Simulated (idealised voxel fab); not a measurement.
Process module in this document: voxel transistor to metal
cross-section cut | 300 nm wide | cells 5 nm
Square cells in a grid make up a cross-section in this document, and the grid is given as bands, listed from the top down, each one or more rows of cells.
It is stipulated that each band's entry specify, in nanometres, the height of the top of the band and then that of its bottom, followed by the materials of the band in left-to-right sequence, each together with its width in nanometres. A single material marked by the word "throughout" is understood to fill the band from edge to edge; the word "air" is understood to denote empty space.
Heights are measured from 0, the level below which the as-received wafer is all one material; the lowest band has no bottom and continues downward, written as in "0 down".
A two-number width, for instance "30->40", indicates that the width is equal to the first number in the top row of the band and to the second number in the bottom row, and that it changes by a constant amount per row of cells.
Step note "no modifications" = no cross-section cell changed.
"Voids lacking openings" contains a list of empty spaces, each no smaller than 8 cells and without an open way to the top, written in the form width x height at distance with the distance from the left edge and all three in nm.
after a step's settings: what the simulator itself notes on the step
"overlay nm" answers the question of how far to the right of plan the mask lay on a step that has a mask, and when it is negative the answer is to the left.

-- These are the steps we planned for the process
| 1 | RECEIVE | material Si |
| 2 | CONFORMAL_DEP | material SiO2 | thk nm 5 |
| 3 | CONFORMAL_DEP | material SiN | thk nm 15 |
| 4 | MASKED_ETCH | tone cover | mask id ACTIVE | width nm 115 | pitch nm 140 | etch materials SiN | depth nm 15 | overlay nm 0 |
| 5 | MASKED_ETCH | tone cover | mask id ACTIVE | width nm 115 | pitch nm 140 | etch materials SiO2 | depth nm 5 | overlay nm 0 |
| 6 | MASKED_ETCH | tone cover | mask id ACTIVE | width nm 115 | pitch nm 140 | etch materials Si | depth nm 25 | overlay nm 0 |
| 7 | FILL_DEP | material SiO2 | thk nm 5 |
| 8 | CMP | height nm 20 |
| 9 | SELECTIVE_ETCH | etch materials SiO2 | depth nm 15 |
| 10 | STRIP | etch materials SiN |
| 11 | SELECTIVE_ETCH | etch materials SiO2 | depth nm 5 |
| 12 | OXIDIZE | depth nm 5 |
| 13 | DIRECTIONAL_DEP | material polySi | thk nm 25 |
| 14 | DIRECTIONAL_DEP | material SiCN | thk nm 15 |
| 15 | DIRECTIONAL_DEP | material aC | thk nm 15 |
| 16 | PATTERN | tone cover | mask id GATE | material resist | width nm 35 | pitch nm 140 | thk nm 30 | overlay nm 0 |
| 17 | DIRECTIONAL_ETCH | etch materials aC | depth nm 15 |
| 18 | STRIP | etch materials resist |
| 19 | DIRECTIONAL_ETCH | etch materials SiCN | depth nm 25 |
| 20 | DIRECTIONAL_ETCH | etch materials polySi | depth nm 35 |
| 21 | STRIP | etch materials aC |
| 22 | CONFORMAL_DEP | material SiO2 | thk nm 5 |
| 23 | DIRECTIONAL_ETCH | etch materials SiO2 | depth nm 5 |
| 24 | CONFORMAL_DEP | material SiN | thk nm 10 |
| 25 | DIRECTIONAL_ETCH | etch materials SiN | depth nm 10 |
| 26 | DIRECTIONAL_ETCH | etch materials SiO2 | depth nm 5 |
| 27 | EPI | material nSi | thk nm 5 |
| 28 | FILL_DEP | material SiO2 | thk nm 10 |
| 29 | CMP | height nm 25 |
| 30 | STRIP | etch materials polySi |
| 31 | SELECTIVE_ETCH | etch materials SiO2 | depth nm 5 |
| 32 | CONFORMAL_DEP | material HfO2 | thk nm 5 |
| 33 | CONFORMAL_DEP | material TiN | thk nm 5 |
| 34 | FILL_DEP | material W | thk nm 5 |
| 35 | CMP | height nm 20 |
| 36 | DIRECTIONAL_DEP | material SiO2 | thk nm 15 |
| 37 | DIRECTIONAL_DEP | material aC | thk nm 10 |
| 38 | PATTERN | tone open | mask id CONTACT | material resist | width nm 15 | thk nm 25 | overlay nm 0 |
| 39 | DIRECTIONAL_ETCH | etch materials aC | depth nm 10 |
| 40 | STRIP | etch materials resist |
| 41 | DIRECTIONAL_ETCH | etch materials SiO2 | depth nm 35 |
| 42 | STRIP | etch materials aC |
| 43 | CONFORMAL_DEP | material TiN | thk nm 5 |
| 44 | FILL_DEP | material W | thk nm 5 |
| 45 | CMP | height nm 35 |
| 46 | DIRECTIONAL_DEP | material TiN | thk nm 5 |
| 47 | DIRECTIONAL_DEP | material W | thk nm 25 |
| 48 | DIRECTIONAL_DEP | material aC | thk nm 15 |
| 49 | PATTERN | tone cover | mask id METAL_1 | material resist | width nm 15 | thk nm 35 | overlay nm 0 |
| 50 | DIRECTIONAL_ETCH | etch materials aC | depth nm 15 |
| 51 | STRIP | etch materials resist |
| 52 | DIRECTIONAL_ETCH | etch materials W | depth nm 25 |
| 53 | DIRECTIONAL_ETCH | etch materials TiN | depth nm 5 |
| 54 | STRIP | etch materials aC |
| 55 | FILL_DEP | material SiO2 | thk nm 10 |
| 56 | CMP | height nm 65 |
| 57 | CONFORMAL_DEP | material SiN | thk nm 5 |

-- Cross-sectional view of the wafer in its as-received condition, corresponding to the state after step 1
* 0 down  Si throughout
* Voids lacking openings: none

-- End-of-module cross-section of the first of two wafers, processed as planned
* 70 to 65  SiN throughout
* 65 to 40  SiO2 30, then W 15, then SiO2 65, then W 15, then SiO2 45, then W 15, then SiO2 65, then W 15, then SiO2 35
* 40 to 35  SiO2 30, then TiN 15, then SiO2 65, then TiN 15, then SiO2 45, then TiN 15, then SiO2 65, then TiN 15, then SiO2 35
* 35 to 20  SiO2 30, then TiN 5, then W 5, then TiN 5, then SiO2 65, then TiN 5, then W 5, then TiN 5, then SiO2 45, then TiN 5, then W 5, then TiN 5, then SiO2 65, then TiN 5, then W 5, then TiN 5, then SiO2 35
* 20 to 5  SiO2 30, then TiN 5, then W 5, then TiN 5, then SiN 10, then HfO2 5, then TiN 5, then W 25, then TiN 5, then HfO2 5, then SiN 10, then TiN 5, then W 5, then TiN 5, then SiO2 45, then TiN 5, then W 5, then TiN 5, then SiN 10, then HfO2 5, then TiN 5, then W 25, then TiN 5, then HfO2 5, then SiN 10, then TiN 5, then W 5, then TiN 5, then SiO2 35
* 5 to 0  SiO2 30, then TiN 15, then SiN 10, then HfO2 5, then TiN 35, then HfO2 5, then SiN 10, then TiN 15, then SiO2 45, then TiN 15, then SiN 10, then HfO2 5, then TiN 35, then HfO2 5, then SiN 10, then TiN 15, then SiO2 35
* 0 to -5  SiO2 15, then nSi 30, then SiO2 10, then HfO2 45, then SiO2 10, then nSi 30, then SiO2 15, then nSi 30, then SiO2 10, then HfO2 45, then SiO2 10, then nSi 30, then SiO2 20
* -5 to -25  SiO2 20, then Si 115, then SiO2 25, then Si 115, then SiO2 25
* -25 down  Si throughout
* Voids lacking openings: none

-- Second wafer through the module, sectioned at the end: same beginning and same plan as the first wafer, with one mistake in carrying it out
* 70 to 65  SiN throughout
* 65 to 40  SiO2 30, then W 15, then SiO2 65, then W 15, then SiO2 45, then W 15, then SiO2 65, then W 15, then SiO2 35
* 40 to 35  SiO2 30, then TiN 15, then SiO2 65, then TiN 15, then SiO2 45, then TiN 15, then SiO2 65, then TiN 15, then SiO2 35
* 35 to 20  SiO2 30, then TiN 5, then W 5, then TiN 5, then SiO2 65, then TiN 5, then W 5, then TiN 5, then SiO2 45, then TiN 5, then W 5, then TiN 5, then SiO2 65, then TiN 5, then W 5, then TiN 5, then SiO2 35
* 20 to 10  SiO2 30, then TiN 5, then W 5, then TiN 5, then SiN 10, then HfO2 5, then TiN 5, then W 25, then TiN 5, then HfO2 5, then SiN 10, then TiN 5, then W 5, then TiN 5, then SiO2 45, then TiN 5, then W 5, then TiN 5, then SiN 10, then HfO2 5, then TiN 5, then W 25, then TiN 5, then HfO2 5, then SiN 10, then TiN 5, then W 5, then TiN 5, then SiO2 35
* 10 to 5  SiO2 20, then SiN 10, then TiN 5, then W 5, then TiN 5, then SiN 10, then HfO2 5, then TiN 5, then W 25, then TiN 5, then HfO2 5, then SiN 10, then TiN 5, then W 5, then TiN 5, then SiN 10, then SiO2 25, then SiN 10, then TiN 5, then W 5, then TiN 5, then SiN 10, then HfO2 5, then TiN 5, then W 25, then TiN 5, then HfO2 5, then SiN 10, then TiN 5, then W 5, then TiN 5, then SiN 10, then SiO2 25
* 5 to 0  SiO2 20, then SiN 10, then TiN 15, then SiN 10, then HfO2 5, then TiN 35, then HfO2 5, then SiN 10, then TiN 15, then SiN 10, then SiO2 25, then SiN 10, then TiN 15, then SiN 10, then HfO2 5, then TiN 35, then HfO2 5, then SiN 10, then TiN 15, then SiN 10, then SiO2 25
* 0 to -5  SiO2 30, then nSi 15, then SiO2 10, then HfO2 45, then SiO2 10, then nSi 15, then SiO2 45, then nSi 15, then SiO2 10, then HfO2 45, then SiO2 10, then nSi 15, then SiO2 35
* -5 to -25  SiO2 20, then Si 115, then SiO2 25, then Si 115, then SiO2 25
* -25 down  Si throughout
* Voids lacking openings: none
Nonconformance to the process plan: off-plan run, step 9, actual operation and settings SELECTIVE_ETCH | etch materials SiO2 | depth nm 5
Heads up, by the end the second wafer has more or fewer cells of some materials compared to the first: SiN: 16 more; SiO2: 4 fewer; nSi: 12 fewer
